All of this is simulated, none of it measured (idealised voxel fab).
Herein follows the process module entitled voxel wiring stack.
The width of the displayed cross-section, cut, is 285 nm; its cells are square, with a size of 5 nm.
For the purposes of this document, a cross-section shall be understood as a grid of square cells, specified as bands listed in top-to-bottom order, each band consisting of one or more rows of cells. Basically the band line says how high the top is and how high the bottom is, in nm, and then what's in it from left to right, every material with its width in nm. Empty space shows up as "blank", and if a single material carries "everywhere" it runs the full band edge to edge. All heights in this document are referenced to 0, defined as the level beneath which the wafer, as received, consists entirely of one material. The lowest band is not bounded below; it extends indefinitely downward and is written in the form "0 nm and below". With a width like "30 to 40", each row of cells in the band differs from the next by the same amount, the top row carrying the first number and the bottom row the second. What does "no alteration" mean for a step? It means no cell of the cross-section changed in that step. Voids not open to the top, 8 cells minimum: see "Tabulated closed voids". Written width x height at distance; distance is from the left edge; nm. Formally, on a step line, whatever follows the settings is a remark that the simulator itself makes on the step. overlay nm: step with mask; distance mask lay right of planned place; negative value = left of planned place.

## Here's what the planned process steps look like
1 RECEIVE | material Si
2 CONFORMAL_DEP | material SiO2 | thk nm 15
3 CONFORMAL_DEP | material SiCN | thk nm 5
4 DIRECTIONAL_DEP | material lowk | thk nm 25
5 MASKED_ETCH | tone open | mask id METAL_1 | width nm 25 | pitch nm 50 | etch materials lowk | depth nm 25 | overlay nm 0
6 MASKED_ETCH | tone open | mask id METAL_1 | width nm 25 | pitch nm 50 | etch materials SiCN | depth nm 5 | overlay nm 0
7 CONFORMAL_DEP | material TiN | thk nm 5
8 FILL_DEP | material Cu | thk nm 10
9 CMP | height nm 45
10 CONFORMAL_DEP | material SiCN | thk nm 5
11 DIRECTIONAL_DEP | material lowk | thk nm 15
12 DIRECTIONAL_DEP | material aC | thk nm 10
13 PATTERN | tone open | mask id PLUG_1 | material resist | width nm 15 | pitch nm 50 | thk nm 25 | overlay nm 0
14 DIRECTIONAL_ETCH | etch materials aC | depth nm 10
15 STRIP | etch materials resist
16 DIRECTIONAL_ETCH | etch materials lowk | depth nm 15
17 DIRECTIONAL_ETCH | etch materials SiCN | depth nm 5
18 STRIP | etch materials aC
19 CONFORMAL_DEP | material TiN | thk nm 5
20 FILL_DEP | material Cu | thk nm 5
21 CMP | height nm 65
22 CONFORMAL_DEP | material SiCN | thk nm 5
23 DIRECTIONAL_DEP | material SiO2 | thk nm 25
24 DIRECTIONAL_DEP | material aC | thk nm 15
25 PATTERN | tone open | mask id METAL_2 | material resist | width nm 25 | pitch nm 50 | thk nm 30 | overlay nm 0
26 DIRECTIONAL_ETCH | etch materials aC | depth nm 15
27 STRIP | etch materials resist
28 DIRECTIONAL_ETCH | etch materials SiO2 | depth nm 25
29 DIRECTIONAL_ETCH | etch materials SiCN | depth nm 5
30 STRIP | etch materials aC
31 CONFORMAL_DEP | material TiN | thk nm 5
32 FILL_DEP | material Cu | thk nm 10
33 CMP | height nm 95
34 EPI | material Ru | thk nm 5
35 FILL_DEP | material SiCN | thk nm 5
36 DIRECTIONAL_DEP | material SiO2 | thk nm 30
37 MASKED_ETCH | tone open | mask id METAL_3_HOLES | width nm 15 | pitch nm 50 | etch materials SiO2 | depth nm 30 | overlay nm 0
38 DIRECTIONAL_DEP | material aC | thk nm 15
39 PATTERN | tone open | mask id METAL_3 | material resist | width nm 25 | pitch nm 50 | thk nm 30 | overlay nm 0
40 DIRECTIONAL_ETCH | etch materials aC | depth nm 15
41 STRIP | etch materials resist
42 DIRECTIONAL_ETCH | etch materials SiO2 | depth nm 20
43 DIRECTIONAL_ETCH | etch materials SiCN | depth nm 5
44 STRIP | etch materials aC
45 CONFORMAL_DEP | material TiN | thk nm 5
46 FILL_DEP | material Cu | thk nm 10
47 CMP | height nm 135
48 CONFORMAL_DEP | material SiCN | thk nm 5

## Cross-section, incoming material, after step 1
	0 nm and below = Si everywhere
	Tabulated closed voids: none

## Here's the cross-section of the first of our two wafers at the end of the module - it ran as planned
	140 nm to 135 nm = SiCN everywhere
	135 nm to 120 nm = SiO2 (55) / TiN (5) / Cu (15) / TiN (5) / SiO2 (25) / TiN (5) / Cu (15) / TiN (5) / SiO2 (25) / TiN (5) / Cu (15) / TiN (5) / SiO2 (25) / TiN (5) / Cu (15) / TiN (5) / SiO2 (55)
	120 nm to 115 nm = SiO2 (55) / TiN (5) / Cu (5) / TiN (15) / SiO2 (25) / TiN (5) / Cu (5) / TiN (15) / SiO2 (25) / TiN (5) / Cu (5) / TiN (15) / SiO2 (25) / TiN (5) / Cu (5) / TiN (15) / SiO2 (55)
	115 nm to 105 nm = SiO2 (55) / TiN (5) / Cu (5) / TiN (5) / SiO2 (35) / TiN (5) / Cu (5) / TiN (5) / SiO2 (35) / TiN (5) / Cu (5) / TiN (5) / SiO2 (35) / TiN (5) / Cu (5) / TiN (5) / SiO2 (65)
	105 nm to 100 nm = SiCN (55) / TiN (15) / SiCN (35) / TiN (15) / SiCN (35) / TiN (15) / SiCN (35) / TiN (15) / SiCN (65)
	100 nm to 95 nm = SiCN (50) / Ru (35) / SiCN (15) / Ru (35) / SiCN (15) / Ru (35) / SiCN (15) / Ru (35) / SiCN (50)
	95 nm to 70 nm = SiO2 (55) / TiN (5) / Cu (15) / TiN (5) / SiO2 (25) / TiN (5) / Cu (15) / TiN (5) / SiO2 (25) / TiN (5) / Cu (15) / TiN (5) / SiO2 (25) / TiN (5) / Cu (15) / TiN (5) / SiO2 (55)
	70 nm to 65 nm = SiCN (55) / TiN (25) / SiCN (25) / TiN (25) / SiCN (25) / TiN (25) / SiCN (25) / TiN (25) / SiCN (55)
	65 nm to 50 nm = lowk (55) / TiN (5) / Cu (5) / TiN (5) / lowk (35) / TiN (5) / Cu (5) / TiN (5) / lowk (35) / TiN (5) / Cu (5) / TiN (5) / lowk (35) / TiN (5) / Cu (5) / TiN (5) / lowk (65)
	50 nm to 45 nm = SiCN (55) / TiN (15) / SiCN (35) / TiN (15) / SiCN (35) / TiN (15) / SiCN (35) / TiN (15) / SiCN (65)
	45 nm to 20 nm = lowk (55) / TiN (5) / Cu (15) / TiN (5) / lowk (25) / TiN (5) / Cu (15) / TiN (5) / lowk (25) / TiN (5) / Cu (15) / TiN (5) / lowk (25) / TiN (5) / Cu (15) / TiN (5) / lowk (55)
	20 nm to 15 nm = SiCN (55) / TiN (25) / SiCN (25) / TiN (25) / SiCN (25) / TiN (25) / SiCN (25) / TiN (25) / SiCN (55)
	15 nm to 0 nm = SiO2 everywhere
	0 nm and below = Si everywhere
	Tabulated closed voids: none

## Second of two wafers, module complete, sectioned: it shares the first wafer's start and plan but was run with one mistake
	140 nm to 135 nm = SiCN everywhere
	135 nm to 120 nm = SiO2 (55) / TiN (5) / Cu (15) / TiN (5) / SiO2 (25) / TiN (5) / Cu (15) / TiN (5) / SiO2 (25) / TiN (5) / Cu (15) / TiN (5) / SiO2 (25) / TiN (5) / Cu (15) / TiN (5) / SiO2 (55)
	120 nm to 115 nm = SiO2 (55) / TiN (5) / Cu (5) / TiN (15) / SiO2 (25) / TiN (5) / Cu (5) / TiN (15) / SiO2 (25) / TiN (5) / Cu (5) / TiN (15) / SiO2 (25) / TiN (5) / Cu (5) / TiN (15) / SiO2 (55)
	115 nm to 105 nm = SiO2 (55) / TiN (5) / Cu (5) / TiN (5) / SiO2 (35) / TiN (5) / Cu (5) / TiN (5) / SiO2 (35) / TiN (5) / Cu (5) / TiN (5) / SiO2 (35) / TiN (5) / Cu (5) / TiN (5) / SiO2 (65)
	105 nm to 100 nm = SiCN (55) / TiN (15) / SiCN (35) / TiN (15) / SiCN (35) / TiN (15) / SiCN (35) / TiN (15) / SiCN (65)
	100 nm to 95 nm = SiCN (50) / Ru (35) / SiCN (15) / Ru (35) / SiCN (15) / Ru (35) / SiCN (15) / Ru (35) / SiCN (50)
	95 nm to 70 nm = SiO2 (55) / TiN (5) / Cu (15) / TiN (5) / SiO2 (25) / TiN (5) / Cu (15) / TiN (5) / SiO2 (25) / TiN (5) / Cu (15) / TiN (5) / SiO2 (25) / TiN (5) / Cu (15) / TiN (5) / SiO2 (55)
	70 nm to 60 nm = SiCN (55) / TiN (25 to 15) / SiCN (25 to 35) / TiN (25 to 15) / SiCN (25 to 35) / TiN (25 to 15) / SiCN (25 to 35) / TiN (25 to 15) / SiCN (55 to 65)
	60 nm to 45 nm = lowk everywhere
	45 nm to 20 nm = lowk (55) / TiN (5) / Cu (15) / TiN (5) / lowk (25) / TiN (5) / Cu (15) / TiN (5) / lowk (25) / TiN (5) / Cu (15) / TiN (5) / lowk (25) / TiN (5) / Cu (15) / TiN (5) / lowk (55)
	20 nm to 15 nm = SiCN (55) / TiN (25) / SiCN (25) / TiN (25) / SiCN (25) / TiN (25) / SiCN (25) / TiN (25) / SiCN (55)
	15 nm to 0 nm = SiO2 everywhere
	0 nm and below = Si everywhere
	Tabulated closed voids: none
What went wrong in running the wafer? steps 10 and 11 run out of order (swapped)
Cell-count delta at end, second wafer over first, by material: Cu -12; TiN -24; lowk +36
